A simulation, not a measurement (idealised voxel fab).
process module | voxel lift off
cross-section cut | 180 nm wide | cells 5 nm
A cross-section is a grid of square cells, given in bands from the top down. A band is one or more rows of cells.
Each band's line starts with the height of the band's top and of its bottom, in nm. Then come its materials from left to right, each with its width in nm. One material with "throughout" fills the band from edge to edge. "air" is empty space.
Height 0 is the level under which the wafer as received is all one material. The lowest band goes on downwards, as in "0 down".
A width such as "30 to 40" changes by the same amount from each row of cells to the next, from the band's top row to its bottom row.
"no change" after a step means that no cell of the cross-section changed.
closed voids: empty space of 8 cells or more with no open way to the top, each as width x height at its distance from the left edge, in nm
after a step's settings: what the simulator itself notes on the step
overlay nm, on a step with a mask: how far to the right of its planned place the mask lay; to the left if negative
plan
1 op RECEIVE | material Si
2 op CONFORMAL_DEP | material SiO2 | thk nm 10
3 op PATTERN | tone open | mask id LINES | material resist | width nm 15 | pitch nm 35 | thk nm 15 | overlay nm 0
4 op DIRECTIONAL_DEP | material Ru | thk nm 5
5 op STRIP | etch materials resist
6 op CONFORMAL_DEP | material SiO2 | thk nm 10
first wafer, as planned
as received, after step 1
  0 down: Si throughout
  closed voids: none
after step 2
  10 to 0: SiO2 throughout
  below 0: unchanged
after step 3
  25 to 10: resist 45 | air 15 | resist 20 | air 15 | resist 20 | air 15 | resist 50
  below 10: unchanged
after step 4
  30 to 25: Ru 45 | air 15 | Ru 20 | air 15 | Ru 20 | air 15 | Ru 50
  25 to 15: resist 45 | air 15 | resist 20 | air 15 | resist 20 | air 15 | resist 50
  15 to 10: resist 45 | Ru 15 | resist 20 | Ru 15 | resist 20 | Ru 15 | resist 50
  below 10: unchanged
after step 5
  15 to 10: air 45 | Ru 15 | air 20 | Ru 15 | air 20 | Ru 15 | air 50
  below 10: unchanged
after step 6
  25 to 20: air 35 | SiO2 105 | air 40
  20 to 15: SiO2 throughout
  15 to 10: SiO2 45 | Ru 15 | SiO2 20 | Ru 15 | SiO2 20 | Ru 15 | SiO2 50
  below 10: unchanged
second wafer: like start, like plan, one mistake. Through step 5 it matches the first wafer
when step 6 should have ended
  30 to 25: air 30 | SiO2 115 | air 35
  25 to 15: SiO2 throughout
  15 to 10: SiO2 45 | Ru 15 | SiO2 20 | Ru 15 | SiO2 20 | Ru 15 | SiO2 50
  below 10: unchanged
what went wrong: step 6 ran as: op CONFORMAL_DEP | material SiO2 | thk nm 15
at the end the second wafer has, in cells: 38 more of SiO2
